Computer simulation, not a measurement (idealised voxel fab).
Name of the process module below: voxel ribs on slabs
It is cross-section cut that appears here, measuring 235 nm in width, its square cells being 5 nm in size.
Cross-section format: a grid of square cells, given as bands from top to bottom; each band is one or more rows of cells. Read a band's entry like this: the first values are the height of its top and the height of its bottom in nm, and what follows is the sequence of materials from left to right, each with its width in nm. Note that "air" is empty space, and that a single material marked "throughout" reaches across the band from edge to edge. Heads up on the height convention: 0 is the point under which the incoming wafer is all one material, and the lowest band has no bottom, it just keeps going down, like "0..down". Per-row width for "30..40": begins at first number (top row of band), ends at second number (bottom row), increment between rows held constant. The designation "nothing was modified", where it is given for a processing step, indicates that no cell of the cross-section was altered in the course of that step. "Sealed void list" - sealed voids, min. 8 cells, no opening to top; format: width x height at distance (distance from left edge; nm throughout). The remark found on a step's line after its settings is issued by the simulator itself and pertains to that step. overlay nm: on a step with a mask, how far right of its planned place the mask lay; negative means left.

This section lists the process steps that were planned
step 1: RECEIVE: material Si
step 2: DIRECTIONAL_DEP: material SiO2, thk nm 20
step 3: DIRECTIONAL_DEP: material polySi, thk nm 15
step 4: DIRECTIONAL_DEP: material aC, thk nm 15
step 5: PATTERN: tone cover, mask id RIB, material resist, width nm 30, thk nm 30, overlay nm 0
step 6: DIRECTIONAL_ETCH: etch materials aC, depth nm 15
step 7: STRIP: etch materials resist
step 8: DIRECTIONAL_ETCH: etch materials polySi, depth nm 5
step 9: STRIP: etch materials aC
step 10: MASKED_ETCH: tone cover, mask id SLAB, width nm 80, etch materials polySi, depth nm 10, overlay nm 0
step 11: FILL_DEP: material SiO2, thk nm 30
step 12: CMP: height nm 55
step 13: DIRECTIONAL_DEP: material W, thk nm 5
step 14: DIRECTIONAL_DEP: material aC, thk nm 15
step 15: PATTERN: tone cover, mask id HEATER, material resist, width nm 40, thk nm 30, overlay nm 0
step 16: DIRECTIONAL_ETCH: etch materials aC, depth nm 15
step 17: STRIP: etch materials resist
step 18: DIRECTIONAL_ETCH: etch materials W, depth nm 5
step 19: STRIP: etch materials aC
step 20: CONFORMAL_DEP: material SiO2, thk nm 5

Step 1 complete: cross-section of the wafer as received
    0..down: Si throughout
    Sealed void list: none

Cross-section, first of two wafers, end of module, run as planned
    65..60: air=90, SiO2=50, air=95
    60..55: SiO2=95, W=40, SiO2=100
    55..35: SiO2 throughout
    35..30: SiO2=100, polySi=30, SiO2=105
    30..20: SiO2=75, polySi=80, SiO2=80
    20..0: SiO2 throughout
    0..down: Si throughout
    Sealed void list: none

What the second wafer looks like in cross-section once the module is done. Its start and its plan matched the first wafer's exactly; what differed was one mistake in how it was run
    65..60: air=90, SiO2=50, air=95
    60..55: SiO2=95, W=40, SiO2=100
    55..35: W throughout
    35..30: W=100, polySi=30, W=105
    30..20: W=75, polySi=80, W=80
    20..0: SiO2 throughout
    0..down: Si throughout
    Sealed void list: none
Short version of what went wrong: step 11 changed vs plan, executed as FILL_DEP: material W, thk nm 30
It is noted that, at the conclusion of processing, the second wafer exhibits a higher or lower cell count for certain materials relative to the first: SiO2 -291; W +291
